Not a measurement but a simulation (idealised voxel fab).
Process module name: voxel capacitor over wiring
Cross-section cut spans 210 nm and uses square cells 5 nm in size.
For the purposes of this document, a cross-section shall be understood as a grid of square cells, specified as bands listed in top-to-bottom order, each band consisting of one or more rows of cells.
Band: top and bottom heights (nm) first, top before bottom; then materials from left to right, widths in nm. "throughout" marks a sole material filling the band edge to edge. "blank" denotes empty space.
Height is counted from the level 0, under which the received wafer is composed throughout of one material. The lowest of the bands is not closed at the bottom but continues downward, in the notation "0 nm and below".
Per-row width for "30->40": begins at first number (top row of band), ends at second number (bottom row), increment between rows held constant.
Reading "remains unaltered" for a step: not a cell of the cross-section changed in it.
Any empty space of 8 cells or more lacking an open way to the top shows up in "Listed closed voids" as width x height at distance, distance from the left edge, in nm.
Note: text after step settings on the step line = simulator remark on that step.
Steps that use a mask can have "overlay nm" on their line. It says how far the mask sat to the right of where it was meant to be. Negative means to the left.
-- Set out below are the planned steps of the process
1 RECEIVE with material Si
2 CONFORMAL_DEP with material SiO2, thk nm 15
3 CONFORMAL_DEP with material SiN, thk nm 5
4 DIRECTIONAL_DEP with material lowk, thk nm 15
5 PATTERN with tone open, mask id METAL_1, material resist, width nm 20, pitch nm 75, thk nm 20, overlay nm 0
6 DIRECTIONAL_ETCH with etch materials lowk, depth nm 15
7 DIRECTIONAL_ETCH with etch materials SiN, depth nm 5
8 STRIP with etch materials resist
9 CONFORMAL_DEP with material TiN, thk nm 5
10 FILL_DEP with material Ru, thk nm 10
11 CMP with height nm 35
12 EPI with material Ru, thk nm 5
13 FILL_DEP with material SiCN, thk nm 5
14 DIRECTIONAL_DEP with material lowk, thk nm 10
15 MASKED_ETCH with tone open, mask id PLUG_1, width nm 15, etch materials lowk, depth nm 10, overlay nm 0
16 MASKED_ETCH with tone open, mask id PLUG_1, width nm 15, etch materials SiCN, depth nm 5, overlay nm 0
17 EPI with material Ru, thk nm 10
18 EPI with material Ru, thk nm 5
19 DIRECTIONAL_DEP with material TiN, thk nm 5
20 DIRECTIONAL_DEP with material Al2O3, thk nm 5
21 DIRECTIONAL_DEP with material TiN, thk nm 5
22 DIRECTIONAL_DEP with material aC, thk nm 15
23 PATTERN with tone cover, mask id UPPER_PLATE, material resist, width nm 60, thk nm 35, overlay nm -15
24 DIRECTIONAL_ETCH with etch materials aC, depth nm 15
25 STRIP with etch materials resist
26 DIRECTIONAL_ETCH with etch materials TiN, depth nm 5
27 DIRECTIONAL_ETCH with etch materials Al2O3, depth nm 5
28 STRIP with etch materials aC
29 MASKED_ETCH with tone cover, mask id LOWER_PLATE, width nm 70, etch materials TiN, depth nm 5, overlay nm 0
30 FILL_DEP with material SiO2, thk nm 20
31 CMP with height nm 85
32 PATTERN with tone open, mask id PLUG_2, material resist, width nm 15, thk nm 20, overlay nm 0
33 DIRECTIONAL_ETCH with etch materials SiO2, depth nm 15
34 STRIP with etch materials resist
35 CONFORMAL_DEP with material TiN, thk nm 5
36 FILL_DEP with material Cu, thk nm 10
37 CMP with height nm 85
38 CONFORMAL_DEP with material SiCN, thk nm 5
Among the wafers covered here, the point of difference is the overlay nm at step 23; their starting state is shared, and the plan presents the value of the first wafer.
-- Cut through the first of several wafers as received, post step 1
> 0 nm and below | Si throughout
> Listed closed voids: none
-- Module end state after final step 38: cross-section of the first of several wafers
> 90 nm to 85 nm | SiCN throughout
> 85 nm to 75 nm | SiO2=70 | TiN=5 | Cu=5 | TiN=5 | SiO2=125
> 75 nm to 65 nm | SiO2=70->55 | TiN=15->50 | SiO2=125->105
> 65 nm to 60 nm | SiO2=45 | Al2O3=60 | SiO2=105
> 60 nm to 55 nm | SiO2=45 | TiN=80 | SiO2=85
> 55 nm to 45 nm | lowk=60 | Ru=15 | lowk=135
> 45 nm to 40 nm | SiCN=60 | Ru=15 | SiCN=135
> 40 nm to 35 nm | SiCN=50 | Ru=30 | SiCN=45 | Ru=30 | SiCN=55
> 35 nm to 20 nm | lowk=55 | TiN=5 | Ru=10 | TiN=5 | lowk=55 | TiN=5 | Ru=10 | TiN=5 | lowk=60
> 20 nm to 15 nm | SiN=55 | TiN=20 | SiN=55 | TiN=20 | SiN=60
> 15 nm to 0 nm | SiO2 throughout
> 0 nm and below | Si throughout
> Listed closed voids: none
-- Cross-section, module end, final of several wafers
> 90 nm to 85 nm | SiCN throughout
> 85 nm to 75 nm | SiO2=70 | TiN=5 | Cu=5 | TiN=5 | SiO2=125
> 75 nm to 65 nm | SiO2=70->75 | TiN=15->50 | SiO2=125->85
> 65 nm to 60 nm | SiO2=75 | Al2O3=60 | SiO2=75
> 60 nm to 55 nm | SiO2=55 | TiN=80 | SiO2=75
> 55 nm to 45 nm | lowk=60 | Ru=15 | lowk=135
> 45 nm to 40 nm | SiCN=60 | Ru=15 | SiCN=135
> 40 nm to 35 nm | SiCN=50 | Ru=30 | SiCN=45 | Ru=30 | SiCN=55
> 35 nm to 20 nm | lowk=55 | TiN=5 | Ru=10 | TiN=5 | lowk=55 | TiN=5 | Ru=10 | TiN=5 | lowk=60
> 20 nm to 15 nm | SiN=55 | TiN=20 | SiN=55 | TiN=20 | SiN=60
> 15 nm to 0 nm | SiO2 throughout
> 0 nm and below | Si throughout
> Listed closed voids: none
-- Where each wafer stands at the end of the module, a row apiece: cells of each material gained (+) or lost (-) since it was received, then closed voids
overlay nm -15 | +12 Al2O3 | +2 Cu | +33 Ru | +111 SiCN | +34 SiN | +331 SiO2 | +53 TiN | +180 lowk | Listed closed voids: none
overlay nm -10 | +12 Al2O3 | +2 Cu | +33 Ru | +111 SiCN | +34 SiN | +331 SiO2 | +53 TiN | +180 lowk | Listed closed voids: none
overlay nm -5 | +12 Al2O3 | +2 Cu | +33 Ru | +111 SiCN | +34 SiN | +331 SiO2 | +53 TiN | +180 lowk | Listed closed voids: none
overlay nm 0 | +12 Al2O3 | +2 Cu | +33 Ru | +111 SiCN | +34 SiN | +331 SiO2 | +53 TiN | +180 lowk | Listed closed voids: none
overlay nm 5 | +12 Al2O3 | +2 Cu | +33 Ru | +111 SiCN | +34 SiN | +331 SiO2 | +53 TiN | +180 lowk | Listed closed voids: none
overlay nm 10 | +12 Al2O3 | +2 Cu | +33 Ru | +111 SiCN | +34 SiN | +331 SiO2 | +53 TiN | +180 lowk | Listed closed voids: none
overlay nm 15 | +12 Al2O3 | +2 Cu | +33 Ru | +111 SiCN | +34 SiN | +331 SiO2 | +53 TiN | +180 lowk | Listed closed voids: none
